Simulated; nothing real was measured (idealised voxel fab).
This section sets out a process module, namely voxel self aligned contacts.
The cross-section shown here is cut; it is 185 nm wide and divided into square cells measuring 5 nm on a side.
This document writes a cross-section as a grid whose cells are square, and gives it as bands, listed from the top down; one or more rows of cells form a band.
Top height, bottom height, nm. Materials left to right, width each, nm. Single material + "edge to edge" = fills band edge to edge. "air" = empty.
Measure heights from 0. That's the level where, below it, the as-received wafer is all one material. The lowest band is bottomless and extends downward; write it as in "z 0 and below".
Think of "30 to 40" as a width that walks from the first number to the second as you go down the band, top row to bottom row, taking equal-sized steps from row to row.
The cross-section has no changed cell in any step marked "identical to before".
Empty spaces without an open route to the top, at least 8 cells in extent, make up the entry "Sealed-off cavities"; each is given as width x height at distance, where the distance is measured from the left edge, and all are in nm.
Post-settings text on a step line: simulator's own remark regarding the step.
For masked steps, "overlay nm" on the step line gives how far right of plan the mask actually lay; a minus sign means it lay to the left.
## The process steps that were planned are listed below
1) RECEIVE | material Si
2) CONFORMAL_DEP | material SiO2 | thk nm 5
3) DIRECTIONAL_DEP | material polySi | thk nm 30
4) DIRECTIONAL_DEP | material SiN | thk nm 20
5) MASKED_ETCH | tone cover | mask id GATE | width nm 25 | pitch nm 60 | etch materials SiN | depth nm 20 | overlay nm 0
6) MASKED_ETCH | tone cover | mask id GATE | width nm 15 | pitch nm 60 | etch materials polySi | depth nm 30 | overlay nm 0
7) CONFORMAL_DEP | material SiN | thk nm 10
8) DIRECTIONAL_ETCH | etch materials SiN | depth nm 10
9) FILL_DEP | material SiO2 | thk nm 10
10) CMP | height nm 60
11) DIRECTIONAL_DEP | material aC | thk nm 10
12) PATTERN | tone open | mask id CONTACT | material resist | width nm 45 | thk nm 25 | overlay nm 0
13) DIRECTIONAL_ETCH | etch materials aC | depth nm 10
14) STRIP | etch materials resist
15) DIRECTIONAL_ETCH | etch materials SiO2 | depth nm 60
16) STRIP | etch materials aC
17) CONFORMAL_DEP | material TiN | thk nm 5
18) FILL_DEP | material Ru | thk nm 10
19) CMP | height nm 60
20) CONFORMAL_DEP | material SiCN | thk nm 5
The width nm used in step 6 is not the same on every wafer, whereas the starting condition is; the value printed in the plan is the first wafer's.
## As received, i.e. after step 1: cross-section through the first of several wafers
> z 0 and below = Si edge to edge
> Sealed-off cavities: none
## The cross-section of the first of several wafers is given below for the end of the module, after its final step, step 20
> z 65 to 60 = SiCN edge to edge
> z 60 to 55 = SiO2 (70); TiN (20); Ru (5); TiN (20); SiO2 (70)
> z 55 to 35 = SiO2 (40); SiN (45); TiN (5); Ru (5); TiN (5); SiN (45); SiO2 (40)
> z 35 to 5 = SiO2 (40); SiN (10); polySi (25); SiN (10); TiN (5); Ru (5); TiN (5); SiN (10); polySi (25); SiN (10); SiO2 (40)
> z 5 to 0 = SiO2 (85); TiN (15); SiO2 (85)
> z 0 and below = Si edge to edge
> Sealed-off cavities: none
## X-section, last wafer, module end
> z 65 to 60 = SiCN edge to edge
> z 60 to 55 = SiO2 (70); TiN (20); Ru (5); TiN (20); SiO2 (70)
> z 55 to 40 = SiO2 (40); SiN (45); TiN (5); Ru (5); TiN (5); SiN (45); SiO2 (40)
> z 40 to 35 = SiO2 (40); SiN (45); TiN (15); SiN (45); SiO2 (40)
> z 35 to 5 = SiO2 (35); SiN (10); polySi (40); SiN (20); polySi (40); SiN (10); SiO2 (30)
> z 5 to 0 = SiO2 edge to edge
> z 0 and below = Si edge to edge
> Sealed-off cavities: none
## Each row below is a wafer at the end of the module, listing for every material the number of cells it has gained (+) or lost (-) since it was received, followed by its closed voids
width nm 15 | +11 Ru | +37 SiCN | +120 SiN | +222 SiO2 | +31 TiN | +60 polySi | Sealed-off cavities: none
width nm 20 | +11 Ru | +37 SiCN | +120 SiN | +222 SiO2 | +31 TiN | +60 polySi | Sealed-off cavities: none
width nm 25 | +11 Ru | +37 SiCN | +120 SiN | +222 SiO2 | +31 TiN | +60 polySi | Sealed-off cavities: none
width nm 30 | +4 Ru | +37 SiCN | +120 SiN | +217 SiO2 | +31 TiN | +72 polySi | Sealed-off cavities: none
width nm 35 | +4 Ru | +37 SiCN | +120 SiN | +212 SiO2 | +24 TiN | +84 polySi | Sealed-off cavities: none
width nm 40 | +4 Ru | +37 SiCN | +120 SiN | +207 SiO2 | +17 TiN | +96 polySi | Sealed-off cavities: none
